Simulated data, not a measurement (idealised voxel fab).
Process module under the name voxel capacitor over wiring
Section cut is 160 nm wide and gridded with 5 nm square cells.
Each cross-section below is a grid of square cells, stated as bands in top-down order, with one or more rows of cells making up each band. Heads up on the band format: heights come first, top then bottom, in nm. After that it's the materials left to right, each with its width in nm. A single material flagged "throughout" fills the whole band edge to edge, and "blank" means there's empty space there. Ref level 0: as-received wafer is one material below here. Bottom band extends down with no lower bound ("0 down"). Per-row width for "30..40": begins at first number (top row of band), ends at second number (bottom row), increment between rows held constant. The designation "no change", where it is given for a processing step, indicates that no cell of the cross-section was altered in the course of that step. Reported under the label "Trapped voids" are the empty spaces having no open way to the top and comprising 8 cells or more; the notation for each is width x height at distance, in which the distance is measured from the left edge and all three values are in nm. The remark found on a step's line after its settings is issued by the simulator itself and pertains to that step. "overlay nm" answers the question of how far to the right of plan the mask lay on a step that has a mask, and when it is negative the answer is to the left.

## Steps planned for the process
1 op RECEIVE | material Si
2 op CONFORMAL_DEP | material SiO2 | thk nm 10
3 op DIRECTIONAL_DEP | material TiN | thk nm 5
4 op DIRECTIONAL_DEP | material Ru | thk nm 15
5 op MASKED_ETCH | tone cover | mask id METAL_1 | width nm 20 | pitch nm 90 | etch materials Ru | depth nm 15 | overlay nm 0
6 op MASKED_ETCH | tone cover | mask id METAL_1 | width nm 20 | pitch nm 90 | etch materials TiN | depth nm 5 | overlay nm 0
7 op CONFORMAL_DEP | material SiN | thk nm 5
8 op FILL_DEP | material lowk | thk nm 5
9 op CMP | height nm 30
10 op CONFORMAL_DEP | material SiCN | thk nm 5
11 op DIRECTIONAL_DEP | material lowk | thk nm 20
12 op DIRECTIONAL_DEP | material aC | thk nm 10
13 op PATTERN | tone open | mask id PLUG_1 | material resist | width nm 15 | thk nm 25 | overlay nm 0
14 op DIRECTIONAL_ETCH | etch materials aC | depth nm 10
15 op STRIP | etch materials resist
16 op DIRECTIONAL_ETCH | etch materials lowk | depth nm 20
17 op DIRECTIONAL_ETCH | etch materials SiCN | depth nm 5
18 op STRIP | etch materials aC
19 op EPI | material Ru | thk nm 10
20 op EPI | material Ru | thk nm 10
21 op EPI | material Ru | thk nm 5
22 op DIRECTIONAL_DEP | material TiN | thk nm 10
23 op DIRECTIONAL_DEP | material Al2O3 | thk nm 5
24 op DIRECTIONAL_DEP | material TiN | thk nm 10
25 op MASKED_ETCH | tone cover | mask id UPPER_PLATE | width nm 75 | etch materials TiN | depth nm 10 | overlay nm 0
26 op MASKED_ETCH | tone cover | mask id UPPER_PLATE | width nm 75 | etch materials Al2O3 | depth nm 5 | overlay nm 0
27 op DIRECTIONAL_DEP | material aC | thk nm 15
28 op PATTERN | tone cover | mask id LOWER_PLATE | material resist | width nm 85 | thk nm 35 | overlay nm 0
29 op DIRECTIONAL_ETCH | etch materials aC | depth nm 15
30 op STRIP | etch materials resist
31 op DIRECTIONAL_ETCH | etch materials TiN | depth nm 10
32 op STRIP | etch materials aC
33 op FILL_DEP | material SiO2 | thk nm 20
34 op CMP | height nm 95
35 op PATTERN | tone open | mask id PLUG_2 | material resist | width nm 15 | thk nm 20 | overlay nm 0
36 op DIRECTIONAL_ETCH | etch materials SiO2 | depth nm 15
37 op STRIP | etch materials resist
38 op CONFORMAL_DEP | material TiN | thk nm 5
39 op FILL_DEP | material Cu | thk nm 5
40 op CMP | height nm 95
41 op CONFORMAL_DEP | material SiCN | thk nm 5

## What follows covers the first of two wafers; it ran as planned

## Cross-section: wafer on arrival = after step 1
> 0 down: Si throughout
> Trapped voids: none

## Cross-section of the wafer subsequent to step 2
> 10 to 0: SiO2 throughout
> Heights below 0 show no change.

## Cross-section of the wafer subsequent to step 3
> 15 to 10: TiN throughout
> Heights below 10 show no change.

## Cross-section of the wafer subsequent to step 4
> 30 to 15: Ru throughout
> Heights below 15 show no change.

## Cross-section of the wafer subsequent to step 5
> 30 to 15: 25 blank  20 Ru  70 blank  20 Ru  25 blank
> Heights below 15 show no change.

## Cross-section of the wafer subsequent to step 6
> 30 to 15: 25 blank  20 Ru  70 blank  20 Ru  25 blank
> 15 to 10: 25 blank  20 TiN  70 blank  20 TiN  25 blank
> Heights below 10 show no change.

## Cross-section of the wafer subsequent to step 7
> 35 to 30: 20 blank  30 SiN  60 blank  30 SiN  20 blank
> 30 to 15: 20 blank  5 SiN  20 Ru  5 SiN  60 blank  5 SiN  20 Ru  5 SiN  20 blank
> 15 to 10: 25 SiN  20 TiN  70 SiN  20 TiN  25 SiN
> Heights below 10 show no change.

## Cross-section of the wafer subsequent to step 8
> 40 to 35: lowk throughout
> 35 to 30: 20 lowk  30 SiN  60 lowk  30 SiN  20 lowk
> 30 to 15: 20 lowk  5 SiN  20 Ru  5 SiN  60 lowk  5 SiN  20 Ru  5 SiN  20 lowk
> Heights below 15 show no change.

## Cross-section of the wafer subsequent to step 9
> 30 to 15: 20 lowk  5 SiN  20 Ru  5 SiN  60 lowk  5 SiN  20 Ru  5 SiN  20 lowk
> Heights below 15 show no change.

## Cross-section of the wafer subsequent to step 10
> 35 to 30: SiCN throughout
> Heights below 30 show no change.

## Cross-section of the wafer subsequent to step 11
> 55 to 35: lowk throughout
> Heights below 35 show no change.

## Cross-section of the wafer subsequent to step 12
> 65 to 55: aC throughout
> Heights below 55 show no change.

## Cross-section of the wafer subsequent to step 13
> 90 to 65: 30 resist  15 blank  115 resist
> Heights below 65 show no change.

## Cross-section of the wafer subsequent to step 14
> 80 to 65: 30 resist  15 blank  115 resist
> 65 to 55: 30 aC  15 blank  115 aC
> Heights below 55 show no change.

## Cross-section of the wafer subsequent to step 15
> 65 to 55: 30 aC  15 blank  115 aC
> Heights below 55 show no change.

## Cross-section of the wafer subsequent to step 16
> 65 to 55: 30 aC  15 blank  115 aC
> 55 to 35: 30 lowk  15 blank  115 lowk
> Heights below 35 show no change.

## Cross-section of the wafer subsequent to step 17
> 65 to 55: 30 aC  15 blank  115 aC
> 55 to 35: 30 lowk  15 blank  115 lowk
> 35 to 30: 30 SiCN  15 blank  115 SiCN
> Heights below 30 show no change.

## Cross-section of the wafer subsequent to step 18
> 55 to 35: 30 lowk  15 blank  115 lowk
> Heights below 35 show no change.

## Cross-section of the wafer subsequent to step 19
> 55 to 40: 30 lowk  15 blank  115 lowk
> 40 to 35: 30 lowk  15 Ru  115 lowk
> 35 to 30: 30 SiCN  15 Ru  115 SiCN
> Heights below 30 show no change.

## Cross-section of the wafer subsequent to step 20
> 55 to 50: 30 lowk  15 blank  115 lowk
> 50 to 35: 30 lowk  15 Ru  115 lowk
> Heights below 35 show no change.

## Cross-section of the wafer subsequent to step 21
> 55 to 35: 30 lowk  15 Ru  115 lowk
> Heights below 35 show no change.

## Cross-section of the wafer subsequent to step 22
> 65 to 55: TiN throughout
> Heights below 55 show no change.

## Cross-section of the wafer subsequent to step 23
> 70 to 65: Al2O3 throughout
> Heights below 65 show no change.

## Cross-section of the wafer subsequent to step 24
> 80 to 70: TiN throughout
> Heights below 70 show no change.

## Cross-section of the wafer subsequent to step 25
> 80 to 70: 30 blank  75 TiN  55 blank
> Heights below 70 show no change.

## Cross-section of the wafer subsequent to step 26
> 80 to 70: 30 blank  75 TiN  55 blank
> 70 to 65: 30 blank  75 Al2O3  55 blank
> Heights below 65 show no change.

## Cross-section of the wafer subsequent to step 27
> 95 to 80: 30 blank  75 aC  55 blank
> 80 to 70: 30 aC  75 TiN  55 aC
> 70 to 65: 30 aC  75 Al2O3  55 aC
> Heights below 65 show no change.

## Cross-section of the wafer subsequent to step 28
> 130 to 95: 25 blank  85 resist  50 blank
> 95 to 80: 25 blank  5 resist  75 aC  5 resist  50 blank
> Heights below 80 show no change.

## Cross-section of the wafer subsequent to step 29
> 115 to 95: 25 blank  85 resist  50 blank
> 95 to 80: 25 blank  5 resist  75 aC  5 resist  50 blank
> 80 to 70: 25 blank  5 aC  75 TiN  5 aC  50 blank
> 70 to 65: 25 blank  5 aC  75 Al2O3  5 aC  50 blank
> Heights below 65 show no change.

## Cross-section of the wafer subsequent to step 30
> 95 to 80: 30 blank  75 aC  55 blank
> Heights below 80 show no change.

## Cross-section of the wafer subsequent to step 31
> 95 to 80: 30 blank  75 aC  55 blank
> 80 to 70: 25 blank  5 aC  75 TiN  5 aC  50 blank
> 70 to 65: 25 blank  5 aC  75 Al2O3  5 aC  50 blank
> 65 to 55: 25 blank  85 TiN  50 blank
> Heights below 55 show no change.

## Cross-section of the wafer subsequent to step 32
> 80 to 70: 30 blank  75 TiN  55 blank
> 70 to 65: 30 blank  75 Al2O3  55 blank
> Heights below 65 show no change.

## Cross-section of the wafer subsequent to step 33
> 100 to 80: SiO2 throughout
> 80 to 70: 30 SiO2  75 TiN  55 SiO2
> 70 to 65: 30 SiO2  75 Al2O3  55 SiO2
> 65 to 55: 25 SiO2  85 TiN  50 SiO2
> Heights below 55 show no change.

## Cross-section of the wafer subsequent to step 34
> 95 to 80: SiO2 throughout
> Heights below 80 show no change.

## Cross-section of the wafer subsequent to step 35
> 115 to 95: 40 resist  15 blank  105 resist
> Heights below 95 show no change.

## Cross-section of the wafer subsequent to step 36
> 115 to 95: 40 resist  15 blank  105 resist
> 95 to 80: 40 SiO2  15 blank  105 SiO2
> Heights below 80 show no change.

## Cross-section of the wafer subsequent to step 37
> 95 to 80: 40 SiO2  15 blank  105 SiO2
> Heights below 80 show no change.

## Cross-section of the wafer subsequent to step 38
> 100 to 95: 45 TiN  5 blank  110 TiN
> 95 to 85: 40 SiO2  5 TiN  5 blank  5 TiN  105 SiO2
> 85 to 80: 40 SiO2  15 TiN  105 SiO2
> Heights below 80 show no change.

## Cross-section of the wafer subsequent to step 39
> 105 to 100: Cu throughout
> 100 to 95: 45 TiN  5 Cu  110 TiN
> 95 to 85: 40 SiO2  5 TiN  5 Cu  5 TiN  105 SiO2
> Heights below 85 show no change.

## Cross-section of the wafer subsequent to step 40
> 95 to 85: 40 SiO2  5 TiN  5 Cu  5 TiN  105 SiO2
> Heights below 85 show no change.

## Cross-section of the wafer subsequent to step 41
> 100 to 95: SiCN throughout
> Heights below 95 show no change.

## Here the second wafer is described. Its start and its plan were those of the first wafer. Its run contained one mistake. Up to and including step 4, it did exactly what the first wafer did

## Cross-sectional representation of the second wafer at the time designated in the plan for the completion of step 5
> 30 to 15: 30 blank  15 Ru  75 blank  15 Ru  25 blank
> Heights below 15 show no change.

## Cross-sectional representation of the second wafer at the time designated in the plan for the completion of step 6
> 30 to 15: 30 blank  15 Ru  75 blank  15 Ru  25 blank
> 15 to 10: 25 blank  20 TiN  70 blank  20 TiN  25 blank
> Heights below 10 show no change.

## Cross-sectional representation of the second wafer at the time designated in the plan for the completion of step 7
> 35 to 30: 25 blank  25 SiN  65 blank  25 SiN  20 blank
> 30 to 20: 25 blank  5 SiN  15 Ru  5 SiN  65 blank  5 SiN  15 Ru  5 SiN  20 blank
> 20 to 15: 20 blank  10 SiN  15 Ru  5 SiN  60 blank  10 SiN  15 Ru  5 SiN  20 blank
> 15 to 10: 25 SiN  20 TiN  70 SiN  20 TiN  25 SiN
> Heights below 10 show no change.

## Cross-sectional representation of the second wafer at the time designated in the plan for the completion of step 8
> 40 to 35: lowk throughout
> 35 to 30: 25 lowk  25 SiN  65 lowk  25 SiN  20 lowk
> 30 to 20: 25 lowk  5 SiN  15 Ru  5 SiN  65 lowk  5 SiN  15 Ru  5 SiN  20 lowk
> 20 to 15: 20 lowk  10 SiN  15 Ru  5 SiN  60 lowk  10 SiN  15 Ru  5 SiN  20 lowk
> Heights below 15 show no change.

## Cross-sectional representation of the second wafer at the time designated in the plan for the completion of step 9
> 30 to 20: 25 lowk  5 SiN  15 Ru  5 SiN  65 lowk  5 SiN  15 Ru  5 SiN  20 lowk
> Heights below 20 show no change.

## Cross-sectional representation of the second wafer at the time designated in the plan for the completion of step 10
> 35 to 30: SiCN throughout
> Heights below 30 show no change.

## Cross-sectional representation of the second wafer at the time designated in the plan for the completion of step 11
> 55 to 35: lowk throughout
> Heights below 35 show no change.

## Cross-sectional representation of the second wafer at the time designated in the plan for the completion of step 12
> 65 to 55: aC throughout
> Heights below 55 show no change.

## Cross-sectional representation of the second wafer at the time designated in the plan for the completion of step 13
> 90 to 65: 30 resist  15 blank  115 resist
> Heights below 65 show no change.

## Cross-sectional representation of the second wafer at the time designated in the plan for the completion of step 14
> 80 to 65: 30 resist  15 blank  115 resist
> 65 to 55: 30 aC  15 blank  115 aC
> Heights below 55 show no change.

## Cross-sectional representation of the second wafer at the time designated in the plan for the completion of step 15
> 65 to 55: 30 aC  15 blank  115 aC
> Heights below 55 show no change.

## Cross-sectional representation of the second wafer at the time designated in the plan for the completion of step 16
> 65 to 55: 30 aC  15 blank  115 aC
> 55 to 35: 30 lowk  15 blank  115 lowk
> Heights below 35 show no change.

## Cross-sectional representation of the second wafer at the time designated in the plan for the completion of step 17
> 65 to 55: 30 aC  15 blank  115 aC
> 55 to 35: 30 lowk  15 blank  115 lowk
> 35 to 30: 30 SiCN  15 blank  115 SiCN
> Heights below 30 show no change.

## Cross-sectional representation of the second wafer at the time designated in the plan for the completion of step 18
> 55 to 35: 30 lowk  15 blank  115 lowk
> Heights below 35 show no change.

## Cross-sectional representation of the second wafer at the time designated in the plan for the completion of step 19
> 55 to 40: 30 lowk  15 blank  115 lowk
> 40 to 35: 30 lowk  15 Ru  115 lowk
> 35 to 30: 30 SiCN  15 Ru  115 SiCN
> Heights below 30 show no change.

## Cross-sectional representation of the second wafer at the time designated in the plan for the completion of step 20
> 55 to 50: 30 lowk  15 blank  115 lowk
> 50 to 35: 30 lowk  15 Ru  115 lowk
> Heights below 35 show no change.

## Cross-sectional representation of the second wafer at the time designated in the plan for the completion of step 21
> 55 to 35: 30 lowk  15 Ru  115 lowk
> Heights below 35 show no change.

## Cross-sectional representation of the second wafer at the time designated in the plan for the completion of step 22
> 65 to 55: TiN throughout
> Heights below 55 show no change.

## Cross-sectional representation of the second wafer at the time designated in the plan for the completion of step 23
> 70 to 65: Al2O3 throughout
> Heights below 65 show no change.

## Cross-sectional representation of the second wafer at the time designated in the plan for the completion of step 24
> 80 to 70: TiN throughout
> Heights below 70 show no change.

## Cross-sectional representation of the second wafer at the time designated in the plan for the completion of step 25
> 80 to 70: 30 blank  75 TiN  55 blank
> Heights below 70 show no change.

## Cross-sectional representation of the second wafer at the time designated in the plan for the completion of step 26
> 80 to 70: 30 blank  75 TiN  55 blank
> 70 to 65: 30 blank  75 Al2O3  55 blank
> Heights below 65 show no change.

## Cross-sectional representation of the second wafer at the time designated in the plan for the completion of step 27
> 95 to 80: 30 blank  75 aC  55 blank
> 80 to 70: 30 aC  75 TiN  55 aC
> 70 to 65: 30 aC  75 Al2O3  55 aC
> Heights below 65 show no change.

## Cross-sectional representation of the second wafer at the time designated in the plan for the completion of step 28
> 130 to 95: 25 blank  85 resist  50 blank
> 95 to 80: 25 blank  5 resist  75 aC  5 resist  50 blank
> Heights below 80 show no change.

## Cross-sectional representation of the second wafer at the time designated in the plan for the completion of step 29
> 115 to 95: 25 blank  85 resist  50 blank
> 95 to 80: 25 blank  5 resist  75 aC  5 resist  50 blank
> 80 to 70: 25 blank  5 aC  75 TiN  5 aC  50 blank
> 70 to 65: 25 blank  5 aC  75 Al2O3  5 aC  50 blank
> Heights below 65 show no change.

## Cross-sectional representation of the second wafer at the time designated in the plan for the completion of step 30
> 95 to 80: 30 blank  75 aC  55 blank
> Heights below 80 show no change.

## Cross-sectional representation of the second wafer at the time designated in the plan for the completion of step 31
> 95 to 80: 30 blank  75 aC  55 blank
> 80 to 70: 25 blank  5 aC  75 TiN  5 aC  50 blank
> 70 to 65: 25 blank  5 aC  75 Al2O3  5 aC  50 blank
> 65 to 55: 25 blank  85 TiN  50 blank
> Heights below 55 show no change.

## Cross-sectional representation of the second wafer at the time designated in the plan for the completion of step 32
> 80 to 70: 30 blank  75 TiN  55 blank
> 70 to 65: 30 blank  75 Al2O3  55 blank
> Heights below 65 show no change.

## Cross-sectional representation of the second wafer at the time designated in the plan for the completion of step 33
> 100 to 80: SiO2 throughout
> 80 to 70: 30 SiO2  75 TiN  55 SiO2
> 70 to 65: 30 SiO2  75 Al2O3  55 SiO2
> 65 to 55: 25 SiO2  85 TiN  50 SiO2
> Heights below 55 show no change.

## Cross-sectional representation of the second wafer at the time designated in the plan for the completion of step 34
> 95 to 80: SiO2 throughout
> Heights below 80 show no change.

## Cross-sectional representation of the second wafer at the time designated in the plan for the completion of step 35
> 115 to 95: 40 resist  15 blank  105 resist
> Heights below 95 show no change.

## Cross-sectional representation of the second wafer at the time designated in the plan for the completion of step 36
> 115 to 95: 40 resist  15 blank  105 resist
> 95 to 80: 40 SiO2  15 blank  105 SiO2
> Heights below 80 show no change.

## Cross-sectional representation of the second wafer at the time designated in the plan for the completion of step 37
> 95 to 80: 40 SiO2  15 blank  105 SiO2
> Heights below 80 show no change.

## Cross-sectional representation of the second wafer at the time designated in the plan for the completion of step 38
> 100 to 95: 45 TiN  5 blank  110 TiN
> 95 to 85: 40 SiO2  5 TiN  5 blank  5 TiN  105 SiO2
> 85 to 80: 40 SiO2  15 TiN  105 SiO2
> Heights below 80 show no change.

## Cross-sectional representation of the second wafer at the time designated in the plan for the completion of step 39
> 105 to 100: Cu throughout
> 100 to 95: 45 TiN  5 Cu  110 TiN
> 95 to 85: 40 SiO2  5 TiN  5 Cu  5 TiN  105 SiO2
> Heights below 85 show no change.

## Cross-sectional representation of the second wafer at the time designated in the plan for the completion of step 40
> 95 to 85: 40 SiO2  5 TiN  5 Cu  5 TiN  105 SiO2
> Heights below 85 show no change.

## Cross-sectional representation of the second wafer at the time designated in the plan for the completion of step 41
> 100 to 95: SiCN throughout
> Heights below 95 show no change.
Finding, execution versus plan: it should be noted that step 5 was executed with settings other than those planned, the operation and settings actually applied being op MASKED_ETCH | tone cover | mask id METAL_1 | width nm 15 | pitch nm 90 | etch materials Ru | depth nm 15 | overlay nm 0
Final comparison by cell count, materials where the second wafer has more or fewer than the first: Ru: 6 fewer | SiN: 2 more | lowk: 4 more
